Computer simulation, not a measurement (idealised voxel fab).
Module name: voxel gate over fins (process module)
Cross-section cut spans 170 nm and uses square cells 5 nm in size.
A cross-section is a grid of square cells, given in bands from the top down. A band is one or more rows of cells.
Per band: top height and bottom height in nm, followed by the left-to-right materials and their widths in nm; "full width" marks a single material spanning edge to edge, "blank" marks empty space.
Height is counted from the level 0, under which the received wafer is composed throughout of one material. The lowest of the bands is not closed at the bottom but continues downward, in the notation "from 0 down".
Width "30..40": first value at the band's top row of cells, second value at its bottom row, equal change from row to row.
Reading "nothing different" for a step: not a cell of the cross-section changed in it.
If an empty space has no open way to the top and is at least 8 cells in size, "Enclosed void listing" lists it, written width x height at distance, where distance is measured from the left edge and every value is in nm.
Past the settings on a step's line: simulator remark, on that step.
overlay nm: step with mask; distance mask lay right of planned place; negative value = left of planned place.

Process steps foreseen in the plan:
1,RECEIVE: material Si
2,CONFORMAL_DEP: material SiN, thk nm 10
3,DIRECTIONAL_DEP: material aC, thk nm 15
4,PATTERN: tone cover, mask id FINS, material resist, width nm 15, pitch nm 45, thk nm 30, overlay nm 0
5,DIRECTIONAL_ETCH: etch materials aC, depth nm 15
6,STRIP: etch materials resist
7,DIRECTIONAL_ETCH: etch materials SiN, depth nm 10
8,DIRECTIONAL_ETCH: etch materials Si, depth nm 40
9,STRIP: etch materials aC
10,FILL_DEP: material SiO2, thk nm 10
11,CMP: height nm 10
12,SELECTIVE_ETCH: etch materials SiO2, depth nm 25
13,STRIP: etch materials SiN
14,CONFORMAL_DEP: material HfO2, thk nm 5
15,CONFORMAL_DEP: material TiN, thk nm 5
16,CONFORMAL_DEP: material TiAl, thk nm 5
17,CONFORMAL_DEP: material TiN, thk nm 5
18,FILL_DEP: material W, thk nm 15
19,CMP: height nm 30
20,CONFORMAL_DEP: material SiCN, thk nm 10

First of the two wafers, run per plan:

Cross-sectional view of the wafer in its as-received condition, corresponding to the state after step 1:
- from 0 down = Si full width
- Enclosed void listing: none

So this is the wafer cross-section right after step 2:
- from 10 to 0 = SiN full width
- Under 0: no change, same as before.

So this is the wafer cross-section right after step 3:
- from 25 to 10 = aC full width
- Under 10: no change, same as before.

So this is the wafer cross-section right after step 4:
- from 55 to 25 = 55 nm blank | 15 nm resist | 30 nm blank | 15 nm resist | 55 nm blank
- Under 25: no change, same as before.

So this is the wafer cross-section right after step 5:
- from 40 to 25 = 55 nm blank | 15 nm resist | 30 nm blank | 15 nm resist | 55 nm blank
- from 25 to 10 = 55 nm blank | 15 nm aC | 30 nm blank | 15 nm aC | 55 nm blank
- Under 10: no change, same as before.

So this is the wafer cross-section right after step 6:
- from 25 to 10 = 55 nm blank | 15 nm aC | 30 nm blank | 15 nm aC | 55 nm blank
- Under 10: no change, same as before.

So this is the wafer cross-section right after step 7:
- from 25 to 10 = 55 nm blank | 15 nm aC | 30 nm blank | 15 nm aC | 55 nm blank
- from 10 to 0 = 55 nm blank | 15 nm SiN | 30 nm blank | 15 nm SiN | 55 nm blank
- Under 0: no change, same as before.

So this is the wafer cross-section right after step 8:
- from 25 to 10 = 55 nm blank | 15 nm aC | 30 nm blank | 15 nm aC | 55 nm blank
- from 10 to 0 = 55 nm blank | 15 nm SiN | 30 nm blank | 15 nm SiN | 55 nm blank
- from 0 to -40 = 55 nm blank | 15 nm Si | 30 nm blank | 15 nm Si | 55 nm blank
- Under -40: no change, same as before.

So this is the wafer cross-section right after step 9:
- from 10 to 0 = 55 nm blank | 15 nm SiN | 30 nm blank | 15 nm SiN | 55 nm blank
- Under 0: no change, same as before.

So this is the wafer cross-section right after step 10:
- from 20 to 10 = SiO2 full width
- from 10 to 0 = 55 nm SiO2 | 15 nm SiN | 30 nm SiO2 | 15 nm SiN | 55 nm SiO2
- from 0 to -40 = 55 nm SiO2 | 15 nm Si | 30 nm SiO2 | 15 nm Si | 55 nm SiO2
- Under -40: no change, same as before.

So this is the wafer cross-section right after step 11:
- from 10 to 0 = 55 nm SiO2 | 15 nm SiN | 30 nm SiO2 | 15 nm SiN | 55 nm SiO2
- Under 0: no change, same as before.

So this is the wafer cross-section right after step 12:
- from 10 to 0 = 55 nm blank | 15 nm SiN | 30 nm blank | 15 nm SiN | 55 nm blank
- from 0 to -15 = 55 nm blank | 15 nm Si | 30 nm blank | 15 nm Si | 55 nm blank
- Under -15: no change, same as before.

So this is the wafer cross-section right after step 13:
- from 0 to -15 = 55 nm blank | 15 nm Si | 30 nm blank | 15 nm Si | 55 nm blank
- Under -15: no change, same as before.

So this is the wafer cross-section right after step 14:
- from 5 to 0 = 50 nm blank | 25 nm HfO2 | 20 nm blank | 25 nm HfO2 | 50 nm blank
- from 0 to -10 = 50 nm blank | 5 nm HfO2 | 15 nm Si | 5 nm HfO2 | 20 nm blank | 5 nm HfO2 | 15 nm Si | 5 nm HfO2 | 50 nm blank
- from -10 to -15 = 55 nm HfO2 | 15 nm Si | 30 nm HfO2 | 15 nm Si | 55 nm HfO2
- Under -15: no change, same as before.

So this is the wafer cross-section right after step 15:
- from 10 to 5 = 45 nm blank | 35 nm TiN | 10 nm blank | 35 nm TiN | 45 nm blank
- from 5 to 0 = 45 nm blank | 5 nm TiN | 25 nm HfO2 | 5 nm TiN | 10 nm blank | 5 nm TiN | 25 nm HfO2 | 5 nm TiN | 45 nm blank
- from 0 to -5 = 45 nm blank | 5 nm TiN | 5 nm HfO2 | 15 nm Si | 5 nm HfO2 | 5 nm TiN | 10 nm blank | 5 nm TiN | 5 nm HfO2 | 15 nm Si | 5 nm HfO2 | 5 nm TiN | 45 nm blank
- from -5 to -10 = 50 nm TiN | 5 nm HfO2 | 15 nm Si | 5 nm HfO2 | 20 nm TiN | 5 nm HfO2 | 15 nm Si | 5 nm HfO2 | 50 nm TiN
- Under -10: no change, same as before.

So this is the wafer cross-section right after step 16:
- from 15 to 10 = 40 nm blank | 90 nm TiAl | 40 nm blank
- from 10 to 5 = 40 nm blank | 5 nm TiAl | 35 nm TiN | 10 nm TiAl | 35 nm TiN | 5 nm TiAl | 40 nm blank
- from 5 to 0 = 40 nm blank | 5 nm TiAl | 5 nm TiN | 25 nm HfO2 | 5 nm TiN | 10 nm TiAl | 5 nm TiN | 25 nm HfO2 | 5 nm TiN | 5 nm TiAl | 40 nm blank
- from 0 to -5 = 45 nm TiAl | 5 nm TiN | 5 nm HfO2 | 15 nm Si | 5 nm HfO2 | 5 nm TiN | 10 nm TiAl | 5 nm TiN | 5 nm HfO2 | 15 nm Si | 5 nm HfO2 | 5 nm TiN | 45 nm TiAl
- Under -5: no change, same as before.

So this is the wafer cross-section right after step 17:
- from 20 to 15 = 35 nm blank | 100 nm TiN | 35 nm blank
- from 15 to 10 = 35 nm blank | 5 nm TiN | 90 nm TiAl | 5 nm TiN | 35 nm blank
- from 10 to 5 = 35 nm blank | 5 nm TiN | 5 nm TiAl | 35 nm TiN | 10 nm TiAl | 35 nm TiN | 5 nm TiAl | 5 nm TiN | 35 nm blank
- from 5 to 0 = 40 nm TiN | 5 nm TiAl | 5 nm TiN | 25 nm HfO2 | 5 nm TiN | 10 nm TiAl | 5 nm TiN | 25 nm HfO2 | 5 nm TiN | 5 nm TiAl | 40 nm TiN
- Under 0: no change, same as before.

So this is the wafer cross-section right after step 18:
- from 35 to 20 = W full width
- from 20 to 15 = 35 nm W | 100 nm TiN | 35 nm W
- from 15 to 10 = 35 nm W | 5 nm TiN | 90 nm TiAl | 5 nm TiN | 35 nm W
- from 10 to 5 = 35 nm W | 5 nm TiN | 5 nm TiAl | 35 nm TiN | 10 nm TiAl | 35 nm TiN | 5 nm TiAl | 5 nm TiN | 35 nm W
- Under 5: no change, same as before.

So this is the wafer cross-section right after step 19:
- from 30 to 20 = W full width
- Under 20: no change, same as before.

So this is the wafer cross-section right after step 20:
- from 40 to 30 = SiCN full width
- Under 30: no change, same as before.

Wafer two of two - same starting point, same process plan, one mistake in execution; matches wafer one up to and including step 3:

Cross-section: second wafer, time at which step 4 was scheduled to end:
- from 55 to 25 = 45 nm blank | 15 nm resist | 30 nm blank | 15 nm resist | 65 nm blank
- Under 25: no change, same as before.

Cross-section: second wafer, time at which step 5 was scheduled to end:
- from 40 to 25 = 45 nm blank | 15 nm resist | 30 nm blank | 15 nm resist | 65 nm blank
- from 25 to 10 = 45 nm blank | 15 nm aC | 30 nm blank | 15 nm aC | 65 nm blank
- Under 10: no change, same as before.

Cross-section: second wafer, time at which step 6 was scheduled to end:
- from 25 to 10 = 45 nm blank | 15 nm aC | 30 nm blank | 15 nm aC | 65 nm blank
- Under 10: no change, same as before.

Cross-section: second wafer, time at which step 7 was scheduled to end:
- from 25 to 10 = 45 nm blank | 15 nm aC | 30 nm blank | 15 nm aC | 65 nm blank
- from 10 to 0 = 45 nm blank | 15 nm SiN | 30 nm blank | 15 nm SiN | 65 nm blank
- Under 0: no change, same as before.

Cross-section: second wafer, time at which step 8 was scheduled to end:
- from 25 to 10 = 45 nm blank | 15 nm aC | 30 nm blank | 15 nm aC | 65 nm blank
- from 10 to 0 = 45 nm blank | 15 nm SiN | 30 nm blank | 15 nm SiN | 65 nm blank
- from 0 to -40 = 45 nm blank | 15 nm Si | 30 nm blank | 15 nm Si | 65 nm blank
- Under -40: no change, same as before.

Cross-section: second wafer, time at which step 9 was scheduled to end:
- from 10 to 0 = 45 nm blank | 15 nm SiN | 30 nm blank | 15 nm SiN | 65 nm blank
- Under 0: no change, same as before.

Cross-section: second wafer, time at which step 10 was scheduled to end:
- from 20 to 10 = SiO2 full width
- from 10 to 0 = 45 nm SiO2 | 15 nm SiN | 30 nm SiO2 | 15 nm SiN | 65 nm SiO2
- from 0 to -40 = 45 nm SiO2 | 15 nm Si | 30 nm SiO2 | 15 nm Si | 65 nm SiO2
- Under -40: no change, same as before.

Cross-section: second wafer, time at which step 11 was scheduled to end:
- from 10 to 0 = 45 nm SiO2 | 15 nm SiN | 30 nm SiO2 | 15 nm SiN | 65 nm SiO2
- Under 0: no change, same as before.

Cross-section: second wafer, time at which step 12 was scheduled to end:
- from 10 to 0 = 45 nm blank | 15 nm SiN | 30 nm blank | 15 nm SiN | 65 nm blank
- from 0 to -15 = 45 nm blank | 15 nm Si | 30 nm blank | 15 nm Si | 65 nm blank
- Under -15: no change, same as before.

Cross-section: second wafer, time at which step 13 was scheduled to end:
- from 0 to -15 = 45 nm blank | 15 nm Si | 30 nm blank | 15 nm Si | 65 nm blank
- Under -15: no change, same as before.

Cross-section: second wafer, time at which step 14 was scheduled to end:
- from 5 to 0 = 40 nm blank | 25 nm HfO2 | 20 nm blank | 25 nm HfO2 | 60 nm blank
- from 0 to -10 = 40 nm blank | 5 nm HfO2 | 15 nm Si | 5 nm HfO2 | 20 nm blank | 5 nm HfO2 | 15 nm Si | 5 nm HfO2 | 60 nm blank
- from -10 to -15 = 45 nm HfO2 | 15 nm Si | 30 nm HfO2 | 15 nm Si | 65 nm HfO2
- Under -15: no change, same as before.

Cross-section: second wafer, time at which step 15 was scheduled to end:
- from 10 to 5 = 35 nm blank | 35 nm TiN | 10 nm blank | 35 nm TiN | 55 nm blank
- from 5 to 0 = 35 nm blank | 5 nm TiN | 25 nm HfO2 | 5 nm TiN | 10 nm blank | 5 nm TiN | 25 nm HfO2 | 5 nm TiN | 55 nm blank
- from 0 to -5 = 35 nm blank | 5 nm TiN | 5 nm HfO2 | 15 nm Si | 5 nm HfO2 | 5 nm TiN | 10 nm blank | 5 nm TiN | 5 nm HfO2 | 15 nm Si | 5 nm HfO2 | 5 nm TiN | 55 nm blank
- from -5 to -10 = 40 nm TiN | 5 nm HfO2 | 15 nm Si | 5 nm HfO2 | 20 nm TiN | 5 nm HfO2 | 15 nm Si | 5 nm HfO2 | 60 nm TiN
- Under -10: no change, same as before.

Cross-section: second wafer, time at which step 16 was scheduled to end:
- from 15 to 10 = 30 nm blank | 90 nm TiAl | 50 nm blank
- from 10 to 5 = 30 nm blank | 5 nm TiAl | 35 nm TiN | 10 nm TiAl | 35 nm TiN | 5 nm TiAl | 50 nm blank
- from 5 to 0 = 30 nm blank | 5 nm TiAl | 5 nm TiN | 25 nm HfO2 | 5 nm TiN | 10 nm TiAl | 5 nm TiN | 25 nm HfO2 | 5 nm TiN | 5 nm TiAl | 50 nm blank
- from 0 to -5 = 35 nm TiAl | 5 nm TiN | 5 nm HfO2 | 15 nm Si | 5 nm HfO2 | 5 nm TiN | 10 nm TiAl | 5 nm TiN | 5 nm HfO2 | 15 nm Si | 5 nm HfO2 | 5 nm TiN | 55 nm TiAl
- Under -5: no change, same as before.

Cross-section: second wafer, time at which step 17 was scheduled to end:
- from 20 to 15 = 25 nm blank | 100 nm TiN | 45 nm blank
- from 15 to 10 = 25 nm blank | 5 nm TiN | 90 nm TiAl | 5 nm TiN | 45 nm blank
- from 10 to 5 = 25 nm blank | 5 nm TiN | 5 nm TiAl | 35 nm TiN | 10 nm TiAl | 35 nm TiN | 5 nm TiAl | 5 nm TiN | 45 nm blank
- from 5 to 0 = 30 nm TiN | 5 nm TiAl | 5 nm TiN | 25 nm HfO2 | 5 nm TiN | 10 nm TiAl | 5 nm TiN | 25 nm HfO2 | 5 nm TiN | 5 nm TiAl | 50 nm TiN
- Under 0: no change, same as before.

Cross-section: second wafer, time at which step 18 was scheduled to end:
- from 35 to 20 = W full width
- from 20 to 15 = 25 nm W | 100 nm TiN | 45 nm W
- from 15 to 10 = 25 nm W | 5 nm TiN | 90 nm TiAl | 5 nm TiN | 45 nm W
- from 10 to 5 = 25 nm W | 5 nm TiN | 5 nm TiAl | 35 nm TiN | 10 nm TiAl | 35 nm TiN | 5 nm TiAl | 5 nm TiN | 45 nm W
- Under 5: no change, same as before.

Cross-section: second wafer, time at which step 19 was scheduled to end:
- from 30 to 20 = W full width
- Under 20: no change, same as before.

Cross-section: second wafer, time at which step 20 was scheduled to end:
- from 40 to 30 = SiCN full width
- Under 30: no change, same as before.
So what did we get wrong on this run? step 4: run off-plan, actual operation and settings PATTERN: tone cover, mask id FINS, material resist, width nm 15, pitch nm 45, thk nm 30, overlay nm -10
Final wafers compared: equal cell tally per material, rearranged layout.
